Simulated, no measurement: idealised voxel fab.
The process module that follows is named voxel transistor to metal.
The cross-section on display is named cut; it measures 150 nm wide, and its cells are 5 nm squares.
How to read a cross-section here: the picture is a grid of square cells, written as bands going from the top down, and any band can span one or more rows of cells.
What a band's entry tells you: where the top is and where the bottom is, as heights in nm, and after that what lies inside, material by material from left to right, each with its width in nm. Empty space is written as the word "blank", and a single material marked with the word "full width" occupies the band from edge to edge.
Note: height 0 marks the level under which the wafer is uniformly one material as received. Lowest band unbounded below, written "0 and below".
It should be noted that a width expressed as "30..40" varies in equal increments from row to row of cells within the band, taking the value of the first number at the top row and that of the second number at the bottom row.
"identical to before" -> step changed no cross-section cell.
The label "Trapped cavities" introduces a list of the empty spaces, 8 cells or larger, that have no open way up to the top; each entry in it reads width x height at distance, where the distance is taken from the left edge and all three are stated in nm.
Note: text after step settings on the step line = simulator remark on that step.
If you see "overlay nm" on a step's line and that step has a mask, it's telling you how far right of where it was planned the mask ended up; a negative number means it went left instead.
-- Here's what the planned process steps look like
1. RECEIVE: material Si
2. OXIDIZE: depth nm 5
3. CONFORMAL_DEP: material SiN, thk nm 15
4. DIRECTIONAL_DEP: material aC, thk nm 10
5. PATTERN: tone cover, mask id ACTIVE, material resist, width nm 105, thk nm 25, overlay nm 0
6. DIRECTIONAL_ETCH: etch materials aC, depth nm 10
7. STRIP: etch materials resist
8. DIRECTIONAL_ETCH: etch materials SiN, depth nm 15
9. DIRECTIONAL_ETCH: etch materials SiO2, depth nm 5
10. DIRECTIONAL_ETCH: etch materials Si, depth nm 30
11. STRIP: etch materials aC
12. FILL_DEP: material SiO2, thk nm 10
13. CMP: height nm 15
14. SELECTIVE_ETCH: etch materials SiO2, depth nm 15
15. STRIP: etch materials SiN
16. SELECTIVE_ETCH: etch materials SiO2, depth nm 5
17. OXIDIZE: depth nm 5
18. DIRECTIONAL_DEP: material polySi, thk nm 30
19. DIRECTIONAL_DEP: material SiCN, thk nm 15
20. DIRECTIONAL_DEP: material aC, thk nm 10
21. PATTERN: tone cover, mask id GATE, material resist, width nm 25, thk nm 25, overlay nm 0
22. DIRECTIONAL_ETCH: etch materials aC, depth nm 10
23. STRIP: etch materials resist
24. DIRECTIONAL_ETCH: etch materials SiCN, depth nm 25
25. DIRECTIONAL_ETCH: etch materials polySi, depth nm 40
26. STRIP: etch materials aC
27. CONFORMAL_DEP: material SiN, thk nm 10
28. DIRECTIONAL_ETCH: etch materials SiN, depth nm 10
29. DIRECTIONAL_ETCH: etch materials SiO2, depth nm 5
30. DIRECTIONAL_ETCH: etch materials Si, depth nm 10
31. EPI: material pSi, thk nm 10
32. FILL_DEP: material SiO2, thk nm 5
33. CMP: height nm 25
34. STRIP: etch materials polySi
35. SELECTIVE_ETCH: etch materials SiO2, depth nm 5
36. CONFORMAL_DEP: material HfO2, thk nm 5
37. CONFORMAL_DEP: material TiN, thk nm 5
38. FILL_DEP: material W, thk nm 5
39. CMP: height nm 20
40. DIRECTIONAL_DEP: material SiO2, thk nm 15
41. MASKED_ETCH: tone open, mask id CONTACT, width nm 20, pitch nm 75, etch materials SiO2, depth nm 45, overlay nm 0
42. CONFORMAL_DEP: material TiN, thk nm 5
43. FILL_DEP: material W, thk nm 5
44. CMP: height nm 35
45. DIRECTIONAL_DEP: material TiN, thk nm 5
46. DIRECTIONAL_DEP: material W, thk nm 20
47. MASKED_ETCH: tone cover, mask id METAL_1, width nm 20, pitch nm 75, etch materials W, depth nm 20, overlay nm 0
48. MASKED_ETCH: tone cover, mask id METAL_1, width nm 20, pitch nm 75, etch materials TiN, depth nm 5, overlay nm 0
49. CONFORMAL_DEP: material SiCN, thk nm 5
50. FILL_DEP: material SiO2, thk nm 5
51. CMP: height nm 60
52. CONFORMAL_DEP: material SiCN, thk nm 5
-- Delivered wafer in cross-section: state after step 1
	0 and below | Si full width
	Trapped cavities: none
-- Cross-section: first of two wafers, module finished, run according to plan
	65 down to 60 | SiCN full width
	60 down to 40 | 20 SiO2, 5 SiCN, 20 W, 5 SiCN, 45 SiO2, 5 SiCN, 20 W, 5 SiCN, 25 SiO2
	40 down to 35 | 25 SiCN, 20 TiN, 55 SiCN, 20 TiN, 30 SiCN
	35 down to 20 | 25 SiO2, 5 TiN, 10 W, 5 TiN, 55 SiO2, 5 TiN, 10 W, 5 TiN, 30 SiO2
	20 down to 5 | 25 SiO2, 5 TiN, 10 W, 5 TiN, 5 SiO2, 10 SiN, 5 HfO2, 5 TiN, 5 W, 5 TiN, 5 HfO2, 10 SiN, 5 SiO2, 5 TiN, 10 W, 5 TiN, 30 SiO2
	5 down to 0 | 25 SiO2, 5 TiN, 5 W, 10 TiN, 5 SiO2, 10 SiN, 5 HfO2, 5 TiN, 5 W, 5 TiN, 5 HfO2, 10 SiN, 5 SiO2, 10 TiN, 5 W, 5 TiN, 30 SiO2
	0 down to -5 | 25 SiO2, 5 TiN, 5 W, 5 TiN, 10 pSi, 10 SiN, 5 HfO2, 15 TiN, 5 HfO2, 10 SiN, 10 pSi, 5 TiN, 5 W, 5 TiN, 30 SiO2
	-5 down to -10 | 25 SiO2, 15 TiN, 10 pSi, 5 SiO2, 35 HfO2, 5 SiO2, 10 pSi, 15 TiN, 30 SiO2
	-10 down to -20 | 20 SiO2, 30 pSi, 45 Si, 30 pSi, 25 SiO2
	-20 down to -35 | 20 SiO2, 105 Si, 25 SiO2
	-35 and below | Si full width
	Trapped cavities: none
-- Second of two wafers, module complete, sectioned: it shares the first wafer's start and plan but was run with one mistake
	65 down to 60 | SiCN full width
	60 down to 40 | 20 SiO2, 5 SiCN, 20 W, 5 SiCN, 45 SiO2, 5 SiCN, 20 W, 5 SiCN, 25 SiO2
	40 down to 35 | 25 SiCN, 20 TiN, 55 SiCN, 20 TiN, 30 SiCN
	35 down to 20 | 25 SiO2, 5 TiN, 10 aC, 5 TiN, 55 SiO2, 5 TiN, 10 aC, 5 TiN, 30 SiO2
	20 down to 5 | 25 SiO2, 5 TiN, 10 aC, 5 TiN, 5 SiO2, 10 SiN, 5 HfO2, 5 TiN, 5 W, 5 TiN, 5 HfO2, 10 SiN, 5 SiO2, 5 TiN, 10 aC, 5 TiN, 30 SiO2
	5 down to 0 | 25 SiO2, 5 TiN, 5 aC, 10 TiN, 5 SiO2, 10 SiN, 5 HfO2, 5 TiN, 5 W, 5 TiN, 5 HfO2, 10 SiN, 5 SiO2, 10 TiN, 5 aC, 5 TiN, 30 SiO2
	0 down to -5 | 25 SiO2, 5 TiN, 5 aC, 5 TiN, 10 pSi, 10 SiN, 5 HfO2, 15 TiN, 5 HfO2, 10 SiN, 10 pSi, 5 TiN, 5 aC, 5 TiN, 30 SiO2
	-5 down to -10 | 25 SiO2, 15 TiN, 10 pSi, 5 SiO2, 35 HfO2, 5 SiO2, 10 pSi, 15 TiN, 30 SiO2
	-10 down to -20 | 20 SiO2, 30 pSi, 45 Si, 30 pSi, 25 SiO2
	-20 down to -35 | 20 SiO2, 105 Si, 25 SiO2
	-35 and below | Si full width
	Trapped cavities: none
In executing the process, a mistake was made relative to the plan: step 43 changed vs plan, executed as FILL_DEP: material aC, thk nm 5
Heads up, by the end the second wafer has more or fewer cells of some materials compared to the first: 28 fewer of W, 28 more of aC
